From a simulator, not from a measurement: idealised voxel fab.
A process module follows: voxel ribs on slabs.
cross-section cut | 185 nm wide | cells 5 nm
Cross-section = grid of square cells, listed top down in bands; band = one or more rows.
Per band: top height and bottom height in nm, followed by the left-to-right materials and their widths in nm; "full width" marks a single material spanning edge to edge, "blank" marks empty space.
Convention: height 0 is the level below which the wafer, as received, is all one material. The lowest band does not terminate at the bottom but continues downward, represented as "from 0 down".
Width spec "30..40" -> top row of cells at first value, bottom row at second value, equal per-row change in between.
"no change", as given for a step, is the statement that not any cell of the cross-section underwent a change during that step.
"Closed empty spaces" lists enclosed empty spaces (at least 8 cells, no open path upward to the top), each as width x height at distance from the left edge, in nm.
The remark found on a step's line after its settings is issued by the simulator itself and pertains to that step.
overlay nm: mask offset rightward from planned place, masked step; negative means leftward offset.
Here's what the planned process steps look like:
1,RECEIVE | material Si
2,DIRECTIONAL_DEP | material SiO2 | thk nm 25
3,DIRECTIONAL_DEP | material polySi | thk nm 15
4,PATTERN | tone cover | mask id RIB | material resist | width nm 15 | thk nm 20 | overlay nm 0
5,DIRECTIONAL_ETCH | etch materials polySi | depth nm 5
6,STRIP | etch materials resist
7,PATTERN | tone cover | mask id SLAB | material resist | width nm 55 | thk nm 20 | overlay nm 0
8,DIRECTIONAL_ETCH | etch materials polySi | depth nm 10
9,STRIP | etch materials resist
10,FILL_DEP | material SiO2 | thk nm 20
11,CMP | height nm 50
12,DIRECTIONAL_DEP | material TiN | thk nm 5
13,PATTERN | tone cover | mask id HEATER | material resist | width nm 25 | thk nm 20 | overlay nm 0
14,DIRECTIONAL_ETCH | etch materials TiN | depth nm 5
15,STRIP | etch materials resist
16,CONFORMAL_DEP | material SiO2 | thk nm 5
Cross-section, incoming material, after step 1:
> from 0 down = Si full width
> Closed empty spaces: none
Module complete, cross-section. Starting point and plan per above. One mistake made in running the module:
> from 60 to 55 = blank 75 nm, SiO2 35 nm, blank 75 nm
> from 55 to 50 = SiO2 80 nm, TiN 25 nm, SiO2 80 nm
> from 50 to 40 = SiO2 65 nm, polySi 55 nm, SiO2 65 nm
> from 40 to 25 = polySi full width
> from 25 to 0 = SiO2 full width
> from 0 down = Si full width
> Closed empty spaces: none
Want to know what went wrong? step 3 from the plan got run twice
